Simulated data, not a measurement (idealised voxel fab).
Process module heading - voxel capacitor over wiring
Xsec cut, 200 nm wide, square cell size 5 nm.
Throughout this document, each cross-section is represented as a grid of square cells and is presented as a sequence of bands enumerated from the top downward, where a band comprises one or more rows of cells.
Heads up on the band format: heights come first, top then bottom, in nm. After that it's the materials left to right, each with its width in nm. A single material flagged "throughout" fills the whole band edge to edge, and "air" means there's empty space there.
Note: height 0 marks the level under which the wafer is uniformly one material as received. Lowest band unbounded below, written "0..down".
The expression "30..40" gives the width at the extremes of the band, the first number at its top row of cells and the second at its bottom row, with the width changing by equal amounts from each row to the next in between.
"remained the same" (step): cross-section cells unchanged, all of them.
What "Encapsulated voids" gives you is every empty space of 8 cells or more that is cut off from the top. Each appears as width x height at distance, with the distance taken from the left edge and width, height and distance all in nm.
Anything after a step's settings on that line? It's the simulator's own note about the step.
A step's line can hold "overlay nm"; with a mask on that step, the setting says how far right of the planned place the mask lay, while a negative setting says it lay to the left.
Note: before/after cross-section pairs follow, one process step per pair, after-side truncated at the lowest changed band, step and settings given beneath. Different runs of this module on the same starting wafer may supply the pairs; a pair continues the one above only where the "Pre-step geometry" entry says so.

-- Pre-step geometry
- 80..75 | SiO2: 65 | TiN: 15 | SiO2: 120
- 75..65 | SiO2: 55 | TiN: 25 | SiO2: 120
- 65..60 | SiO2: 55 | HfO2: 25 | TiN: 40 | SiO2: 80
- 60..55 | SiO2: 50 | TiN: 70 | SiO2: 80
- 55..50 | SiO2: 45 | Ru: 35 | HfO2: 40 | SiO2: 80
- 50..45 | SiO2: 45 | Ru: 35 | TiN: 45 | SiO2: 75
- 45..35 | lowk: 55 | Ru: 15 | lowk: 130
- 35..30 | SiCN: 55 | Ru: 15 | SiCN: 130
- 30..15 | lowk: 35 | SiCN: 5 | W: 30 | SiCN: 5 | lowk: 50 | SiCN: 5 | W: 30 | SiCN: 5 | lowk: 35
- 15..10 | SiCN: 40 | TiN: 30 | SiCN: 60 | TiN: 30 | SiCN: 40
- 10..0 | SiO2 throughout
- 0..down | Si throughout
- Encapsulated voids: none

-- After the Step
- 85..80 | SiCN throughout
- Everything under 80 stays put, no change at all.
- Encapsulated voids: none
What sits between those two cross-sections? CONFORMAL_DEP with material SiCN, thk nm 5

-- Pre-step geometry
- 30..15 | lowk: 35 | SiCN: 5 | W: 30 | SiCN: 5 | lowk: 50 | SiCN: 5 | W: 30 | SiCN: 5 | lowk: 35
- 15..10 | SiCN: 40 | TiN: 30 | SiCN: 60 | TiN: 30 | SiCN: 40
- 10..0 | SiO2 throughout
- 0..down | Si throughout
- Encapsulated voids: none

-- After the Step
- 40..30 | lowk throughout
- Everything under 30 stays put, no change at all.
- Encapsulated voids: none
What sits between those two cross-sections? DIRECTIONAL_DEP with material lowk, thk nm 10

Pre-step geometry: as shown after the step in the preceding pair, directly above.

-- After the Step
- 45..40 | SiCN throughout
- Everything under 40 stays put, no change at all.
- Encapsulated voids: none
What sits between those two cross-sections? CONFORMAL_DEP with material SiCN, thk nm 5

Pre-step geometry: as shown after the step in the preceding pair, directly above.

-- After the Step
- 60..45 | resist: 55 | air: 15 | resist: 130
- Everything under 45 stays put, no change at all.
- Encapsulated voids: none
What sits between those two cross-sections? PATTERN with tone open, mask id PLUG_1, material resist, width nm 15, thk nm 15, overlay nm 0

Pre-step geometry: as shown after the step in the preceding pair, directly above.

-- After the Step
- 60..45 | resist: 55 | air: 15 | resist: 130
- 45..40 | SiCN: 55 | air: 15 | SiCN: 130
- Everything under 40 stays put, no change at all.
- Encapsulated voids: none
What sits between those two cross-sections? DIRECTIONAL_ETCH with etch materials SiCN, depth nm 5

Pre-step geometry: as shown after the step in the preceding pair, directly above.

-- After the Step
- 45..40 | SiCN: 55 | air: 15 | SiCN: 130
- Everything under 40 stays put, no change at all.
- Encapsulated voids: none
What sits between those two cross-sections? STRIP with etch materials resist

Pre-step geometry: as shown after the step in the preceding pair, directly above.

-- After the Step
- 50..45 | TiN: 55 | air: 15 | TiN: 130
- 45..40 | SiCN: 55 | TiN: 15 | SiCN: 130
- Everything under 40 stays put, no change at all.
- Encapsulated voids: none
What sits between those two cross-sections? DIRECTIONAL_DEP with material TiN, thk nm 5

Pre-step geometry: as shown after the step in the preceding pair, directly above.

-- After the Step
- 55..50 | HfO2: 55 | air: 15 | HfO2: 130
- 50..45 | TiN: 55 | HfO2: 15 | TiN: 130
- Everything under 45 stays put, no change at all.
- Encapsulated voids: none
What sits between those two cross-sections? DIRECTIONAL_DEP with material HfO2, thk nm 5

Pre-step geometry: as shown after the step in the preceding pair, directly above.

-- After the Step
- 65..60 | TiN: 55 | air: 15 | TiN: 130
- 60..55 | TiN throughout
- 55..50 | HfO2: 55 | TiN: 15 | HfO2: 130
- Everything under 50 stays put, no change at all.
- Encapsulated voids: none
What sits between those two cross-sections? DIRECTIONAL_DEP with material TiN, thk nm 10

Pre-step geometry: as shown after the step in the preceding pair, directly above.

-- After the Step
- 75..70 | aC: 55 | air: 15 | aC: 130
- 70..65 | aC throughout
- 65..60 | TiN: 55 | aC: 15 | TiN: 130
- Everything under 60 stays put, no change at all.
- Encapsulated voids: none
What sits between those two cross-sections? DIRECTIONAL_DEP with material aC, thk nm 10

Pre-step geometry: as shown after the step in the preceding pair, directly above.

-- After the Step
- 100..75 | air: 55 | resist: 65 | air: 80
- 75..70 | aC: 55 | resist: 15 | aC: 130
- Everything under 70 stays put, no change at all.
- Encapsulated voids: none
What sits between those two cross-sections? PATTERN with tone cover, mask id UPPER_PLATE, material resist, width nm 65, thk nm 25, overlay nm 0

Pre-step geometry: as shown after the step in the preceding pair, directly above.

-- After the Step
- 90..75 | air: 55 | resist: 65 | air: 80
- 75..70 | air: 55 | resist: 15 | aC: 50 | air: 80
- 70..65 | air: 55 | aC: 65 | air: 80
- Everything under 65 stays put, no change at all.
- Encapsulated voids: none
What sits between those two cross-sections? DIRECTIONAL_ETCH with etch materials aC, depth nm 10

Pre-step geometry: as shown after the step in the preceding pair, directly above.

-- After the Step
- 75..65 | air: 70..55 | aC: 50..65 | air: 80
- Everything under 65 stays put, no change at all.
- Encapsulated voids: none
What sits between those two cross-sections? STRIP with etch materials resist

Pre-step geometry: as shown after the step in the preceding pair, directly above.

-- After the Step
- 75..65 | air: 70..55 | aC: 50..65 | air: 80
- 65..60 | air: 55 | aC: 15 | TiN: 50 | air: 80
- 60..55 | air: 55 | TiN: 65 | air: 80
- Everything under 55 stays put, no change at all.
- Encapsulated voids: none
What sits between those two cross-sections? DIRECTIONAL_ETCH with etch materials TiN, depth nm 10

Pre-step geometry: as shown after the step in the preceding pair, directly above.

-- After the Step
- 75..65 | air: 70..55 | aC: 50..65 | air: 80
- 65..60 | air: 55 | aC: 15 | TiN: 50 | air: 80
- 60..55 | air: 55 | TiN: 65 | air: 80
- 55..50 | air: 55 | TiN: 15 | HfO2: 50 | air: 80
- Everything under 50 stays put, no change at all.
- Encapsulated voids: none
What sits between those two cross-sections? DIRECTIONAL_ETCH with etch materials HfO2, depth nm 5

Pre-step geometry: as shown after the step in the preceding pair, directly above.

-- After the Step
- 65..55 | air: 70..55 | TiN: 50..65 | air: 80
- Everything under 55 stays put, no change at all.
- Encapsulated voids: none
What sits between those two cross-sections? STRIP with etch materials aC

Pre-step geometry: as shown after the step in the preceding pair, directly above.

-- After the Step
- 85..65 | air: 50 | resist: 75 | air: 75
- 65..55 | air: 50 | resist: 20..5 | TiN: 50..65 | resist: 5 | air: 75
- 55..50 | air: 50 | resist: 5 | TiN: 15 | HfO2: 50 | resist: 5 | air: 75
- Everything under 50 stays put, no change at all.
- Encapsulated voids: none
What sits between those two cross-sections? PATTERN with tone cover, mask id LOWER_PLATE, material resist, width nm 75, thk nm 20, overlay nm 0

Pre-step geometry: as shown after the step in the preceding pair, directly above.

-- After the Step
- 85..65 | air: 50 | resist: 75 | air: 75
- 65..55 | air: 50 | resist: 20..5 | TiN: 50..65 | resist: 5 | air: 75
- 55..50 | air: 50 | resist: 5 | TiN: 15 | HfO2: 50 | resist: 5 | air: 75
- 50..45 | air: 50 | TiN: 5 | HfO2: 15 | TiN: 55 | air: 75
- Everything under 45 stays put, no change at all.
- Encapsulated voids: none
What sits between those two cross-sections? DIRECTIONAL_ETCH with etch materials TiN, depth nm 5

Pre-step geometry: as shown after the step in the preceding pair, directly above.

-- After the Step
- 65..55 | air: 70..55 | TiN: 50..65 | air: 80
- 55..50 | air: 55 | TiN: 15 | HfO2: 50 | air: 80
- Everything under 50 stays put, no change at all.
- Encapsulated voids: none
What sits between those two cross-sections? STRIP with etch materials resist

Pre-step geometry: as shown after the step in the preceding pair, directly above.

-- After the Step
- 85..65 | SiO2 throughout
- 65..55 | SiO2: 70..55 | TiN: 50..65 | SiO2: 80
- 55..50 | SiO2: 55 | TiN: 15 | HfO2: 50 | SiO2: 80
- 50..45 | SiO2: 50 | TiN: 5 | HfO2: 15 | TiN: 55 | SiO2: 75
- Everything under 45 stays put, no change at all.
- Encapsulated voids: none
What sits between those two cross-sections? FILL_DEP with material SiO2, thk nm 20

Pre-step geometry: as shown after the step in the preceding pair, directly above.

-- After the Step
- 80..65 | SiO2 throughout
- Everything under 65 stays put, no change at all.
- Encapsulated voids: none
What sits between those two cross-sections? CMP with height nm 80

Pre-step geometry: as shown after the step in the preceding pair, directly above.

-- After the Step
- 90..80 | aC throughout
- Everything under 80 stays put, no change at all.
- Encapsulated voids: none
What sits between those two cross-sections? DIRECTIONAL_DEP with material aC, thk nm 10

Pre-step geometry: as shown after the step in the preceding pair, directly above.

-- After the Step
- 120..90 | resist: 65 | air: 15 | resist: 120
- Everything under 90 stays put, no change at all.
- Encapsulated voids: none
What sits between those two cross-sections? PATTERN with tone open, mask id PLUG_2, material resist, width nm 15, thk nm 30, overlay nm 0

Pre-step geometry: as shown after the step in the preceding pair, directly above.

-- After the Step
- 110..90 | resist: 65 | air: 15 | resist: 120
- 90..80 | aC: 65 | air: 15 | aC: 120
- Everything under 80 stays put, no change at all.
- Encapsulated voids: none
What sits between those two cross-sections? DIRECTIONAL_ETCH with etch materials aC, depth nm 10

Pre-step geometry: as shown after the step in the preceding pair, directly above.

-- After the Step
- 90..80 | aC: 65 | air: 15 | aC: 120
- Everything under 80 stays put, no change at all.
- Encapsulated voids: none
What sits between those two cross-sections? STRIP with etch materials resist

Pre-step geometry: as shown after the step in the preceding pair, directly above.

-- After the Step
- 90..80 | aC: 65 | air: 15 | aC: 120
- 80..65 | SiO2: 65 | air: 15 | SiO2: 120
- Everything under 65 stays put, no change at all.
- Encapsulated voids: none
What sits between those two cross-sections? DIRECTIONAL_ETCH with etch materials SiO2, depth nm 15

Pre-step geometry: as shown after the step in the preceding pair, directly above.

-- After the Step
- 80..65 | SiO2: 65 | air: 15 | SiO2: 120
- Everything under 65 stays put, no change at all.
- Encapsulated voids: none
What sits between those two cross-sections? STRIP with etch materials aC

Pre-step geometry: as shown after the step in the preceding pair, directly above.

-- After the Step
- 85..80 | TiN: 70 | air: 5 | TiN: 125
- 80..70 | SiO2: 65 | TiN: 5 | air: 5 | TiN: 5 | SiO2: 120
- 70..60 | SiO2: 65..70 | TiN: 15..50 | SiO2: 120..80
- Everything under 60 stays put, no change at all.
- Encapsulated voids: none
What sits between those two cross-sections? CONFORMAL_DEP with material TiN, thk nm 5

Pre-step geometry: as shown after the step in the preceding pair, directly above.

-- After the Step
- 90..85 | Cu throughout
- 85..80 | TiN: 70 | Cu: 5 | TiN: 125
- 80..70 | SiO2: 65 | TiN: 5 | Cu: 5 | TiN: 5 | SiO2: 120
- Everything under 70 stays put, no change at all.
- Encapsulated voids: none
What sits between those two cross-sections? FILL_DEP with material Cu, thk nm 5

Pre-step geometry: as shown after the step in the preceding pair, directly above.

-- After the Step
- 80..70 | SiO2: 65 | TiN: 5 | Cu: 5 | TiN: 5 | SiO2: 120
- Everything under 70 stays put, no change at all.
- Encapsulated voids: none
What sits between those two cross-sections? CMP with height nm 80

Pre-step geometry: as shown after the step in the preceding pair, directly above.

-- After the Step
- 85..80 | SiCN throughout
- Everything under 80 stays put, no change at all.
- Encapsulated voids: none
What sits between those two cross-sections? CONFORMAL_DEP with material SiCN, thk nm 5

-- Pre-step geometry
- 0..down | Si throughout
- Encapsulated voids: none

-- After the Step
- 5..0 | SiO2 throughout
- Everything under 0 stays put, no change at all.
- Encapsulated voids: none
What sits between those two cross-sections? CONFORMAL_DEP with material SiO2, thk nm 5

Pre-step geometry: as shown after the step in the preceding pair, directly above.

-- After the Step
- 10..5 | TiN throughout
- Everything under 5 stays put, no change at all.
- Encapsulated voids: none
What sits between those two cross-sections? DIRECTIONAL_DEP with material TiN, thk nm 5

Pre-step geometry: as shown after the step in the preceding pair, directly above.

-- After the Step
- 25..10 | W throughout
- Everything under 10 stays put, no change at all.
- Encapsulated voids: none
What sits between those two cross-sections? DIRECTIONAL_DEP with material W, thk nm 15

Pre-step geometry: as shown after the step in the preceding pair, directly above.

-- After the Step
- 25..10 | air: 40 | W: 30 | air: 60 | W: 30 | air: 40
- Everything under 10 stays put, no change at all.
- Encapsulated voids: none
What sits between those two cross-sections? MASKED_ETCH with tone cover, mask id METAL_1, width nm 30, pitch nm 90, etch materials W, depth nm 15, overlay nm 0

Pre-step geometry: as shown after the step in the preceding pair, directly above.

-- After the Step
- 25..10 | air: 40 | W: 30 | air: 60 | W: 30 | air: 40
- 10..5 | air: 40 | TiN: 30 | air: 60 | TiN: 30 | air: 40
- Everything under 5 stays put, no change at all.
- Encapsulated voids: none
What sits between those two cross-sections? MASKED_ETCH with tone cover, mask id METAL_1, width nm 30, pitch nm 90, etch materials TiN, depth nm 5, overlay nm 0

Pre-step geometry: as shown after the step in the preceding pair, directly above.

-- After the Step
- 30..25 | air: 35 | SiCN: 40 | air: 50 | SiCN: 40 | air: 35
- 25..10 | air: 35 | SiCN: 5 | W: 30 | SiCN: 5 | air: 50 | SiCN: 5 | W: 30 | SiCN: 5 | air: 35
- 10..5 | SiCN: 40 | TiN: 30 | SiCN: 60 | TiN: 30 | SiCN: 40
- Everything under 5 stays put, no change at all.
- Encapsulated voids: none
What sits between those two cross-sections? CONFORMAL_DEP with material SiCN, thk nm 5

Pre-step geometry: as shown after the step in the preceding pair, directly above.

-- After the Step
- 40..30 | lowk throughout
- 30..25 | lowk: 35 | SiCN: 40 | lowk: 50 | SiCN: 40 | lowk: 35
- 25..10 | lowk: 35 | SiCN: 5 | W: 30 | SiCN: 5 | lowk: 50 | SiCN: 5 | W: 30 | SiCN: 5 | lowk: 35
- Everything under 10 stays put, no change at all.
- Encapsulated voids: none
What sits between those two cross-sections? FILL_DEP with material lowk, thk nm 10

Pre-step geometry: as shown after the step in the preceding pair, directly above.

-- After the Step
- 30..25 | lowk: 35 | SiCN: 40 | lowk: 50 | SiCN: 40 | lowk: 35
- Everything under 25 stays put, no change at all.
- Encapsulated voids: none
What sits between those two cross-sections? CMP with height nm 30

Pre-step geometry: as shown after the step in the preceding pair, directly above.

-- After the Step
- 35..30 | SiCN throughout
- Everything under 30 stays put, no change at all.
- Encapsulated voids: none
What sits between those two cross-sections? CONFORMAL_DEP with material SiCN, thk nm 5

Pre-step geometry: as shown after the step in the preceding pair, directly above.

-- After the Step
- 45..35 | lowk throughout
- Everything under 35 stays put, no change at all.
- Encapsulated voids: none
What sits between those two cross-sections? DIRECTIONAL_DEP with material lowk, thk nm 10

Pre-step geometry: as shown after the step in the preceding pair, directly above.

-- After the Step
- 60..45 | resist: 55 | air: 15 | resist: 130
- Everything under 45 stays put, no change at all.
- Encapsulated voids: none
What sits between those two cross-sections? PATTERN with tone open, mask id PLUG_1, material resist, width nm 15, thk nm 15, overlay nm 0

Pre-step geometry: as shown after the step in the preceding pair, directly above.

-- After the Step
- 60..45 | resist: 55 | air: 15 | resist: 130
- 45..35 | lowk: 55 | air: 15 | lowk: 130
- Everything under 35 stays put, no change at all.
- Encapsulated voids: none
What sits between those two cross-sections? DIRECTIONAL_ETCH with etch materials lowk, depth nm 10

Pre-step geometry: as shown after the step in the preceding pair, directly above.

-- After the Step
- 60..45 | resist: 55 | air: 15 | resist: 130
- 45..35 | lowk: 55 | air: 15 | lowk: 130
- 35..30 | SiCN: 55 | air: 15 | SiCN: 130
- Everything under 30 stays put, no change at all.
- Encapsulated voids: none
What sits between those two cross-sections? DIRECTIONAL_ETCH with etch materials SiCN, depth nm 5

Pre-step geometry: as shown after the step in the preceding pair, directly above.

-- After the Step
- 45..35 | lowk: 55 | air: 15 | lowk: 130
- Everything under 35 stays put, no change at all.
- Encapsulated voids: none
What sits between those two cross-sections? STRIP with etch materials resist

Pre-step geometry: as shown after the step in the preceding pair, directly above.

-- After the Step
- 50..45 | TiN: 55 | air: 15 | TiN: 130
- 45..35 | lowk: 55 | air: 15 | lowk: 130
- 35..30 | SiCN: 55 | TiN: 15 | SiCN: 130
- Everything under 30 stays put, no change at all.
- Encapsulated voids: none
What sits between those two cross-sections? DIRECTIONAL_DEP with material TiN, thk nm 5

Pre-step geometry: as shown after the step in the preceding pair, directly above.

-- After the Step
- 55..50 | HfO2: 55 | air: 15 | HfO2: 130
- 50..45 | TiN: 55 | air: 15 | TiN: 130
- 45..40 | lowk: 55 | air: 15 | lowk: 130
- 40..35 | lowk: 55 | HfO2: 15 | lowk: 130
- Everything under 35 stays put, no change at all.
- Encapsulated voids: none
What sits between those two cross-sections? DIRECTIONAL_DEP with material HfO2, thk nm 5

Pre-step geometry: as shown after the step in the preceding pair, directly above.

-- After the Step
- 65..55 | TiN: 55 | air: 15 | TiN: 130
- 55..50 | HfO2: 55 | air: 15 | HfO2: 130
- 50..45 | TiN throughout
- 45..40 | lowk: 55 | TiN: 15 | lowk: 130
- Everything under 40 stays put, no change at all.
- Encapsulated voids: none
What sits between those two cross-sections? DIRECTIONAL_DEP with material TiN, thk nm 10

Pre-step geometry: as shown after the step in the preceding pair, directly above.

-- After the Step
- 75..65 | aC: 55 | air: 15 | aC: 130
- 65..60 | TiN: 55 | air: 15 | TiN: 130
- 60..55 | TiN: 55 | aC: 15 | TiN: 130
- 55..50 | HfO2: 55 | aC: 15 | HfO2: 130
- Everything under 50 stays put, no change at all.
- Encapsulated voids: none
What sits between those two cross-sections? DIRECTIONAL_DEP with material aC, thk nm 10

Pre-step geometry: as shown after the step in the preceding pair, directly above.

-- After the Step
- 100..75 | air: 55 | resist: 65 | air: 80
- 75..65 | aC: 55 | resist: 15 | aC: 130
- 65..60 | TiN: 55 | resist: 15 | TiN: 130
- Everything under 60 stays put, no change at all.
- Encapsulated voids: none
What sits between those two cross-sections? PATTERN with tone cover, mask id UPPER_PLATE, material resist, width nm 65, thk nm 25, overlay nm 0

Pre-step geometry: as shown after the step in the preceding pair, directly above.

-- After the Step
- 90..75 | air: 55 | resist: 65 | air: 80
- 75..65 | air: 55 | resist: 15 | aC: 50 | air: 80
- Everything under 65 stays put, no change at all.
- Encapsulated voids: none
What sits between those two cross-sections? DIRECTIONAL_ETCH with etch materials aC, depth nm 10

Pre-step geometry: as shown after the step in the preceding pair, directly above.

-- After the Step
- 75..65 | air: 70 | aC: 50 | air: 80
- 65..60 | TiN: 55 | air: 15 | TiN: 130
- Everything under 60 stays put, no change at all.
- Encapsulated voids: none
What sits between those two cross-sections? STRIP with etch materials resist

Pre-step geometry: as shown after the step in the preceding pair, directly above.

-- After the Step
- 75..65 | air: 70 | aC: 50 | air: 80
- 65..60 | air: 70 | TiN: 50 | air: 80
- 60..55 | air: 55 | aC: 15 | TiN: 50 | air: 80
- Everything under 55 stays put, no change at all.
- Encapsulated voids: none
What sits between those two cross-sections? DIRECTIONAL_ETCH with etch materials TiN, depth nm 10

Pre-step geometry: as shown after the step in the preceding pair, directly above.

-- After the Step
- 75..65 | air: 70 | aC: 50 | air: 80
- 65..60 | air: 70 | TiN: 50 | air: 80
- 60..55 | air: 55 | aC: 15 | TiN: 50 | air: 80
- 55..50 | air: 55 | aC: 15 | HfO2: 50 | air: 80
- Everything under 50 stays put, no change at all.
- Encapsulated voids: none
What sits between those two cross-sections? DIRECTIONAL_ETCH with etch materials HfO2, depth nm 5

Pre-step geometry: as shown after the step in the preceding pair, directly above.

-- After the Step
- 65..55 | air: 70 | TiN: 50 | air: 80
- 55..50 | air: 70 | HfO2: 50 | air: 80
- Everything under 50 stays put, no change at all.
- Encapsulated voids: none
What sits between those two cross-sections? STRIP with etch materials aC

Pre-step geometry: as shown after the step in the preceding pair, directly above.

-- After the Step
- 85..65 | air: 50 | resist: 75 | air: 75
- 65..55 | air: 50 | resist: 20 | TiN: 50 | resist: 5 | air: 75
- 55..50 | air: 50 | resist: 20 | HfO2: 50 | resist: 5 | air: 75
- Everything under 50 stays put, no change at all.
- Encapsulated voids: none
What sits between those two cross-sections? PATTERN with tone cover, mask id LOWER_PLATE, material resist, width nm 75, thk nm 20, overlay nm 0

Pre-step geometry: as shown after the step in the preceding pair, directly above.

-- After the Step
- 85..65 | air: 50 | resist: 75 | air: 75
- 65..55 | air: 50 | resist: 20 | TiN: 50 | resist: 5 | air: 75
- 55..50 | air: 50 | resist: 20 | HfO2: 50 | resist: 5 | air: 75
- 50..45 | air: 50 | TiN: 75 | air: 75
- Everything under 45 stays put, no change at all.
- Encapsulated voids: none
What sits between those two cross-sections? DIRECTIONAL_ETCH with etch materials TiN, depth nm 5

Pre-step geometry: as shown after the step in the preceding pair, directly above.

-- After the Step
- 65..55 | air: 70 | TiN: 50 | air: 80
- 55..50 | air: 70 | HfO2: 50 | air: 80
- Everything under 50 stays put, no change at all.
- Encapsulated voids: none
What sits between those two cross-sections? STRIP with etch materials resist

Pre-step geometry: as shown after the step in the preceding pair, directly above.

-- After the Step
- 85..65 | SiO2 throughout
- 65..55 | SiO2: 70 | TiN: 50 | SiO2: 80
- 55..50 | SiO2: 70 | HfO2: 50 | SiO2: 80
- 50..45 | SiO2: 50 | TiN: 75 | SiO2: 75
- Everything under 45 stays put, no change at all.
- Encapsulated voids: none
What sits between those two cross-sections? FILL_DEP with material SiO2, thk nm 20

Pre-step geometry: as shown after the step in the preceding pair, directly above.

-- After the Step
- 80..65 | SiO2 throughout
- Everything under 65 stays put, no change at all.
- Encapsulated voids: none
What sits between those two cross-sections? CMP with height nm 80

Pre-step geometry: as shown after the step in the preceding pair, directly above.

-- After the Step
- 90..80 | aC throughout
- Everything under 80 stays put, no change at all.
- Encapsulated voids: none
What sits between those two cross-sections? DIRECTIONAL_DEP with material aC, thk nm 10

Pre-step geometry: as shown after the step in the preceding pair, directly above.

-- After the Step
- 120..90 | resist: 65 | air: 15 | resist: 120
- Everything under 90 stays put, no change at all.
- Encapsulated voids: none
What sits between those two cross-sections? PATTERN with tone open, mask id PLUG_2, material resist, width nm 15, thk nm 30, overlay nm 0

Pre-step geometry: as shown after the step in the preceding pair, directly above.

-- After the Step
- 110..90 | resist: 65 | air: 15 | resist: 120
- 90..80 | aC: 65 | air: 15 | aC: 120
- Everything under 80 stays put, no change at all.
- Encapsulated voids: none
What sits between those two cross-sections? DIRECTIONAL_ETCH with etch materials aC, depth nm 10

Pre-step geometry: as shown after the step in the preceding pair, directly above.

-- After the Step
- 90..80 | aC: 65 | air: 15 | aC: 120
- Everything under 80 stays put, no change at all.
- Encapsulated voids: none
What sits between those two cross-sections? STRIP with etch materials resist

Pre-step geometry: as shown after the step in the preceding pair, directly above.

-- After the Step
- 90..80 | aC: 65 | air: 15 | aC: 120
- 80..65 | SiO2: 65 | air: 15 | SiO2: 120
- Everything under 65 stays put, no change at all.
- Encapsulated voids: none
What sits between those two cross-sections? DIRECTIONAL_ETCH with etch materials SiO2, depth nm 15

Pre-step geometry: as shown after the step in the preceding pair, directly above.

-- After the Step
- 80..65 | SiO2: 65 | air: 15 | SiO2: 120
- Everything under 65 stays put, no change at all.
- Encapsulated voids: none
What sits between those two cross-sections? STRIP with etch materials aC

Pre-step geometry: as shown after the step in the preceding pair, directly above.

-- After the Step
- 85..80 | TiN: 70 | air: 5 | TiN: 125
- 80..70 | SiO2: 65 | TiN: 5 | air: 5 | TiN: 5 | SiO2: 120
- 70..65 | SiO2: 65 | TiN: 15 | SiO2: 120
- Everything under 65 stays put, no change at all.
- Encapsulated voids: none
What sits between those two cross-sections? CONFORMAL_DEP with material TiN, thk nm 5

Pre-step geometry: as shown after the step in the preceding pair, directly above.

-- After the Step
- 90..85 | Cu throughout
- 85..80 | TiN: 70 | Cu: 5 | TiN: 125
- 80..70 | SiO2: 65 | TiN: 5 | Cu: 5 | TiN: 5 | SiO2: 120
- Everything under 70 stays put, no change at all.
- Encapsulated voids: none
What sits between those two cross-sections? FILL_DEP with material Cu, thk nm 5

Pre-step geometry: as shown after the step in the preceding pair, directly above.

-- After the Step
- 80..70 | SiO2: 65 | TiN: 5 | Cu: 5 | TiN: 5 | SiO2: 120
- Everything under 70 stays put, no change at all.
- Encapsulated voids: none
What sits between those two cross-sections? CMP with height nm 80

Pre-step geometry: as shown after the step in the preceding pair, directly above.

-- After the Step
- 85..80 | SiCN throughout
- Everything under 80 stays put, no change at all.
- Encapsulated voids: none
What sits between those two cross-sections? CONFORMAL_DEP with material SiCN, thk nm 5

-- Pre-step geometry
- 65..55 | air: 55 | TiN: 65 | air: 80
- 55..50 | air: 55 | HfO2: 65 | air: 80
- 50..45 | TiN throughout
- 45..35 | lowk: 55 | Ru: 15 | lowk: 130
- 35..30 | SiCN: 55 | Ru: 15 | SiCN: 130
- 30..15 | lowk: 35 | SiCN: 5 | W: 30 | SiCN: 5 | lowk: 50 | SiCN: 5 | W: 30 | SiCN: 5 | lowk: 35
- 15..10 | SiCN: 40 | TiN: 30 | SiCN: 60 | TiN: 30 | SiCN: 40
- 10..0 | SiO2 throughout
- 0..down | Si throughout
- Encapsulated voids: none

-- After the Step
- 85..65 | air: 55 | resist: 70 | air: 75
- 65..55 | air: 55 | TiN: 65 | resist: 5 | air: 75
- 55..50 | air: 55 | HfO2: 65 | resist: 5 | air: 75
- Everything under 50 stays put, no change at all.
- Encapsulated voids: none
What sits between those two cross-sections? PATTERN with tone cover, mask id LOWER_PLATE, material resist, width nm 70, thk nm 20, overlay nm 0

Pre-step geometry: as shown after the step in the preceding pair, directly above.

-- After the Step
- 85..65 | air: 55 | resist: 70 | air: 75
- 65..55 | air: 55 | TiN: 65 | resist: 5 | air: 75
- 55..50 | air: 55 | HfO2: 65 | resist: 5 | air: 75
- 50..45 | air: 55 | TiN: 70 | air: 75
- Everything under 45 stays put, no change at all.
- Encapsulated voids: none
What sits between those two cross-sections? DIRECTIONAL_ETCH with etch materials TiN, depth nm 5

Pre-step geometry: as shown after the step in the preceding pair, directly above.

-- After the Step
- 65..55 | air: 55 | TiN: 65 | air: 80
- 55..50 | air: 55 | HfO2: 65 | air: 80
- Everything under 50 stays put, no change at all.
- Encapsulated voids: none
What sits between those two cross-sections? STRIP with etch materials resist

Pre-step geometry: as shown after the step in the preceding pair, directly above.

-- After the Step
- 85..65 | SiO2 throughout
- 65..55 | SiO2: 55 | TiN: 65 | SiO2: 80
- 55..50 | SiO2: 55 | HfO2: 65 | SiO2: 80
- 50..45 | SiO2: 55 | TiN: 70 | SiO2: 75
- Everything under 45 stays put, no change at all.
- Encapsulated voids: none
What sits between those two cross-sections? FILL_DEP with material SiO2, thk nm 20

Pre-step geometry: as shown after the step in the preceding pair, directly above.

-- After the Step
- 80..65 | SiO2 throughout
- Everything under 65 stays put, no change at all.
- Encapsulated voids: none
What sits between those two cross-sections? CMP with height nm 80

Pre-step geometry: as shown after the step in the preceding pair, directly above.

-- After the Step
- 90..80 | aC throughout
- Everything under 80 stays put, no change at all.
- Encapsulated voids: none
What sits between those two cross-sections? DIRECTIONAL_DEP with material aC, thk nm 10

Pre-step geometry: as shown after the step in the preceding pair, directly above.

-- After the Step
- 120..90 | resist: 65 | air: 15 | resist: 120
- Everything under 90 stays put, no change at all.
- Encapsulated voids: none
What sits between those two cross-sections? PATTERN with tone open, mask id PLUG_2, material resist, width nm 15, thk nm 30, overlay nm 0

Pre-step geometry: as shown after the step in the preceding pair, directly above.

-- After the Step
- 110..90 | resist: 65 | air: 15 | resist: 120
- 90..80 | aC: 65 | air: 15 | aC: 120
- Everything under 80 stays put, no change at all.
- Encapsulated voids: none
What sits between those two cross-sections? DIRECTIONAL_ETCH with etch materials aC, depth nm 10

Pre-step geometry: as shown after the step in the preceding pair, directly above.

-- After the Step
- 90..80 | aC: 65 | air: 15 | aC: 120
- Everything under 80 stays put, no change at all.
- Encapsulated voids: none
What sits between those two cross-sections? STRIP with etch materials resist

Pre-step geometry: as shown after the step in the preceding pair, directly above.

-- After the Step
- 90..80 | aC: 65 | air: 15 | aC: 120
- 80..65 | SiO2: 65 | air: 15 | SiO2: 120
- Everything under 65 stays put, no change at all.
- Encapsulated voids: none
What sits between those two cross-sections? DIRECTIONAL_ETCH with etch materials SiO2, depth nm 15

Pre-step geometry: as shown after the step in the preceding pair, directly above.

-- After the Step
- 80..65 | SiO2: 65 | air: 15 | SiO2: 120
- Everything under 65 stays put, no change at all.
- Encapsulated voids: none
What sits between those two cross-sections? STRIP with etch materials aC

Pre-step geometry: as shown after the step in the preceding pair, directly above.

-- After the Step
- 85..80 | TiN: 70 | air: 5 | TiN: 125
- 80..70 | SiO2: 65 | TiN: 5 | air: 5 | TiN: 5 | SiO2: 120
- 70..65 | SiO2: 65 | TiN: 15 | SiO2: 120
- Everything under 65 stays put, no change at all.
- Encapsulated voids: none
What sits between those two cross-sections? CONFORMAL_DEP with material TiN, thk nm 5

Pre-step geometry: as shown after the step in the preceding pair, directly above.

-- After the Step
- 90..85 | Cu throughout
- 85..80 | TiN: 70 | Cu: 5 | TiN: 125
- 80..70 | SiO2: 65 | TiN: 5 | Cu: 5 | TiN: 5 | SiO2: 120
- Everything under 70 stays put, no change at all.
- Encapsulated voids: none
What sits between those two cross-sections? FILL_DEP with material Cu, thk nm 5

Pre-step geometry: as shown after the step in the preceding pair, directly above.

-- After the Step
- 80..70 | SiO2: 65 | TiN: 5 | Cu: 5 | TiN: 5 | SiO2: 120
- Everything under 70 stays put, no change at all.
- Encapsulated voids: none
What sits between those two cross-sections? CMP with height nm 80
